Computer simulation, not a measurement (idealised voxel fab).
process module | voxel quadruple lines
cross-section cut | 220 nm wide | cells 5 nm
A cross-section is a grid of square cells, given in bands from the top down. A band is one or more rows of cells.
Each band's line starts with the height of the band's top and of its bottom, in nm. Then come its materials from left to right, each with its width in nm. One material with "throughout" fills the band from edge to edge. "air" is empty space.
Height 0 is the level under which the wafer as received is all one material. The lowest band goes on downwards, as in "0 down".
A width such as "30 to 40" changes by the same amount from each row of cells to the next, from the band's top row to its bottom row.
"no change" after a step means that no cell of the cross-section changed.
closed voids: empty space of 8 cells or more with no open way to the top, each as width x height at its distance from the left edge, in nm
after a step's settings: what the simulator itself notes on the step
overlay nm, on a step with a mask: how far to the right of its planned place the mask lay; to the left if negative
plan
1 op RECEIVE | material Si
2 op CONFORMAL_DEP | material SiO2 | thk nm 5
3 op DIRECTIONAL_DEP | material Ru | thk nm 10
4 op DIRECTIONAL_DEP | material polySi | thk nm 20
5 op DIRECTIONAL_DEP | material aC | thk nm 20
6 op PATTERN | tone cover | mask id MANDREL | material resist | width nm 20 | pitch nm 60 | thk nm 30 | overlay nm 0
7 op DIRECTIONAL_ETCH | etch materials aC | depth nm 20
8 op STRIP | etch materials resist
9 op CONFORMAL_DEP | material SiO2 | thk nm 10
10 op DIRECTIONAL_ETCH | etch materials SiO2 | depth nm 10
11 op STRIP | etch materials aC
12 op DIRECTIONAL_ETCH | etch materials polySi | depth nm 20
13 op STRIP | etch materials SiO2
14 op CONFORMAL_DEP | material SiCN | thk nm 5
15 op DIRECTIONAL_ETCH | etch materials SiCN | depth nm 5
16 op STRIP | etch materials polySi
17 op DIRECTIONAL_ETCH | etch materials Ru | depth nm 10
18 op STRIP | etch materials SiCN
19 op FILL_DEP | material lowk | thk nm 10
20 op CMP | height nm 15
first wafer, as planned
as received, after step 1
  0 down: Si throughout
  closed voids: none
after step 2
  5 to 0: SiO2 throughout
  below 0: unchanged
after step 3
  15 to 5: Ru throughout
  below 5: unchanged
after step 4
  35 to 15: polySi throughout
  below 15: unchanged
after step 5
  55 to 35: aC throughout
  below 35: unchanged
after step 6
  85 to 55: air 70 | resist 20 | air 40 | resist 20 | air 70
  below 55: unchanged
after step 7
  65 to 55: air 70 | resist 20 | air 40 | resist 20 | air 70
  55 to 35: air 70 | aC 20 | air 40 | aC 20 | air 70
  below 35: unchanged
after step 8
  55 to 35: air 70 | aC 20 | air 40 | aC 20 | air 70
  below 35: unchanged
after step 9
  65 to 55: air 60 | SiO2 40 | air 20 | SiO2 40 | air 60
  55 to 45: air 60 | SiO2 10 | aC 20 | SiO2 10 | air 20 | SiO2 10 | aC 20 | SiO2 10 | air 60
  45 to 35: SiO2 70 | aC 20 | SiO2 40 | aC 20 | SiO2 70
  below 35: unchanged
after step 10
  55 to 35: air 60 | SiO2 10 | aC 20 | SiO2 10 | air 20 | SiO2 10 | aC 20 | SiO2 10 | air 60
  below 35: unchanged
after step 11
  55 to 35: air 60 | SiO2 10 | air 20 | SiO2 10 | air 20 | SiO2 10 | air 20 | SiO2 10 | air 60
  below 35: unchanged
after step 12
  55 to 35: air 60 | SiO2 10 | air 20 | SiO2 10 | air 20 | SiO2 10 | air 20 | SiO2 10 | air 60
  35 to 15: air 60 | polySi 10 | air 20 | polySi 10 | air 20 | polySi 10 | air 20 | polySi 10 | air 60
  below 15: unchanged
after step 13
  35 to 15: air 60 | polySi 10 | air 20 | polySi 10 | air 20 | polySi 10 | air 20 | polySi 10 | air 60
  below 15: unchanged
after step 14
  40 to 35: air 55 | SiCN 20 | air 10 | SiCN 20 | air 10 | SiCN 20 | air 10 | SiCN 20 | air 55
  35 to 20: air 55 | SiCN 5 | polySi 10 | SiCN 5 | air 10 | SiCN 5 | polySi 10 | SiCN 5 | air 10 | SiCN 5 | polySi 10 | SiCN 5 | air 10 | SiCN 5 | polySi 10 | SiCN 5 | air 55
  20 to 15: SiCN 60 | polySi 10 | SiCN 20 | polySi 10 | SiCN 20 | polySi 10 | SiCN 20 | polySi 10 | SiCN 60
  below 15: unchanged
after step 15
  35 to 15: air 55 | SiCN 5 | polySi 10 | SiCN 5 | air 10 | SiCN 5 | polySi 10 | SiCN 5 | air 10 | SiCN 5 | polySi 10 | SiCN 5 | air 10 | SiCN 5 | polySi 10 | SiCN 5 | air 55
  below 15: unchanged
after step 16
  35 to 15: air 55 | SiCN 5 | air 10 | SiCN 5 | air 10 | SiCN 5 | air 10 | SiCN 5 | air 10 | SiCN 5 | air 10 | SiCN 5 | air 10 | SiCN 5 | air 10 | SiCN 5 | air 55
  below 15: unchanged
after step 17
  35 to 15: air 55 | SiCN 5 | air 10 | SiCN 5 | air 10 | SiCN 5 | air 10 | SiCN 5 | air 10 | SiCN 5 | air 10 | SiCN 5 | air 10 | SiCN 5 | air 10 | SiCN 5 | air 55
  15 to 5: air 55 | Ru 5 | air 10 | Ru 5 | air 10 | Ru 5 | air 10 | Ru 5 | air 10 | Ru 5 | air 10 | Ru 5 | air 10 | Ru 5 | air 10 | Ru 5 | air 55
  below 5: unchanged
after step 18
  15 to 5: air 55 | Ru 5 | air 10 | Ru 5 | air 10 | Ru 5 | air 10 | Ru 5 | air 10 | Ru 5 | air 10 | Ru 5 | air 10 | Ru 5 | air 10 | Ru 5 | air 55
  below 5: unchanged
after step 19
  25 to 15: lowk throughout
  15 to 5: lowk 55 | Ru 5 | lowk 10 | Ru 5 | lowk 10 | Ru 5 | lowk 10 | Ru 5 | lowk 10 | Ru 5 | lowk 10 | Ru 5 | lowk 10 | Ru 5 | lowk 10 | Ru 5 | lowk 55
  below 5: unchanged
after step 20
  15 to 5: lowk 55 | Ru 5 | lowk 10 | Ru 5 | lowk 10 | Ru 5 | lowk 10 | Ru 5 | lowk 10 | Ru 5 | lowk 10 | Ru 5 | lowk 10 | Ru 5 | lowk 10 | Ru 5 | lowk 55
  below 5: unchanged
second wafer: like start, like plan, one mistake. Through step 1 it matches the first wafer
when step 2 should have ended: no change
when step 3 should have ended
  10 to 0: Ru throughout
  below 0: unchanged
when step 4 should have ended
  30 to 10: polySi throughout
  below 10: unchanged
when step 5 should have ended
  50 to 30: aC throughout
  below 30: unchanged
when step 6 should have ended
  80 to 50: air 70 | resist 20 | air 40 | resist 20 | air 70
  below 50: unchanged
when step 7 should have ended
  60 to 50: air 70 | resist 20 | air 40 | resist 20 | air 70
  50 to 30: air 70 | aC 20 | air 40 | aC 20 | air 70
  below 30: unchanged
when step 8 should have ended
  50 to 30: air 70 | aC 20 | air 40 | aC 20 | air 70
  below 30: unchanged
when step 9 should have ended
  60 to 50: air 60 | SiO2 40 | air 20 | SiO2 40 | air 60
  50 to 40: air 60 | SiO2 10 | aC 20 | SiO2 10 | air 20 | SiO2 10 | aC 20 | SiO2 10 | air 60
  40 to 30: SiO2 70 | aC 20 | SiO2 40 | aC 20 | SiO2 70
  below 30: unchanged
when step 10 should have ended
  50 to 30: air 60 | SiO2 10 | aC 20 | SiO2 10 | air 20 | SiO2 10 | aC 20 | SiO2 10 | air 60
  below 30: unchanged
when step 11 should have ended
  50 to 30: air 60 | SiO2 10 | air 20 | SiO2 10 | air 20 | SiO2 10 | air 20 | SiO2 10 | air 60
  below 30: unchanged
when step 12 should have ended
  50 to 30: air 60 | SiO2 10 | air 20 | SiO2 10 | air 20 | SiO2 10 | air 20 | SiO2 10 | air 60
  30 to 10: air 60 | polySi 10 | air 20 | polySi 10 | air 20 | polySi 10 | air 20 | polySi 10 | air 60
  below 10: unchanged
when step 13 should have ended
  30 to 10: air 60 | polySi 10 | air 20 | polySi 10 | air 20 | polySi 10 | air 20 | polySi 10 | air 60
  below 10: unchanged
when step 14 should have ended
  35 to 30: air 55 | SiCN 20 | air 10 | SiCN 20 | air 10 | SiCN 20 | air 10 | SiCN 20 | air 55
  30 to 15: air 55 | SiCN 5 | polySi 10 | SiCN 5 | air 10 | SiCN 5 | polySi 10 | SiCN 5 | air 10 | SiCN 5 | polySi 10 | SiCN 5 | air 10 | SiCN 5 | polySi 10 | SiCN 5 | air 55
  15 to 10: SiCN 60 | polySi 10 | SiCN 20 | polySi 10 | SiCN 20 | polySi 10 | SiCN 20 | polySi 10 | SiCN 60
  below 10: unchanged
when step 15 should have ended
  30 to 10: air 55 | SiCN 5 | polySi 10 | SiCN 5 | air 10 | SiCN 5 | polySi 10 | SiCN 5 | air 10 | SiCN 5 | polySi 10 | SiCN 5 | air 10 | SiCN 5 | polySi 10 | SiCN 5 | air 55
  below 10: unchanged
when step 16 should have ended
  30 to 10: air 55 | SiCN 5 | air 10 | SiCN 5 | air 10 | SiCN 5 | air 10 | SiCN 5 | air 10 | SiCN 5 | air 10 | SiCN 5 | air 10 | SiCN 5 | air 10 | SiCN 5 | air 55
  below 10: unchanged
when step 17 should have ended
  30 to 10: air 55 | SiCN 5 | air 10 | SiCN 5 | air 10 | SiCN 5 | air 10 | SiCN 5 | air 10 | SiCN 5 | air 10 | SiCN 5 | air 10 | SiCN 5 | air 10 | SiCN 5 | air 55
  10 to 0: air 55 | Ru 5 | air 10 | Ru 5 | air 10 | Ru 5 | air 10 | Ru 5 | air 10 | Ru 5 | air 10 | Ru 5 | air 10 | Ru 5 | air 10 | Ru 5 | air 55
  below 0: unchanged
when step 18 should have ended
  10 to 0: air 55 | Ru 5 | air 10 | Ru 5 | air 10 | Ru 5 | air 10 | Ru 5 | air 10 | Ru 5 | air 10 | Ru 5 | air 10 | Ru 5 | air 10 | Ru 5 | air 55
  below 0: unchanged
when step 19 should have ended
  20 to 10: lowk throughout
  10 to 0: lowk 55 | Ru 5 | lowk 10 | Ru 5 | lowk 10 | Ru 5 | lowk 10 | Ru 5 | lowk 10 | Ru 5 | lowk 10 | Ru 5 | lowk 10 | Ru 5 | lowk 10 | Ru 5 | lowk 55
  below 0: unchanged
when step 20 should have ended
  15 to 10: lowk throughout
  below 10: unchanged
what went wrong: step 2 was left out
at the end the second wafer has, in cells: 44 fewer of SiO2 | 44 more of lowk
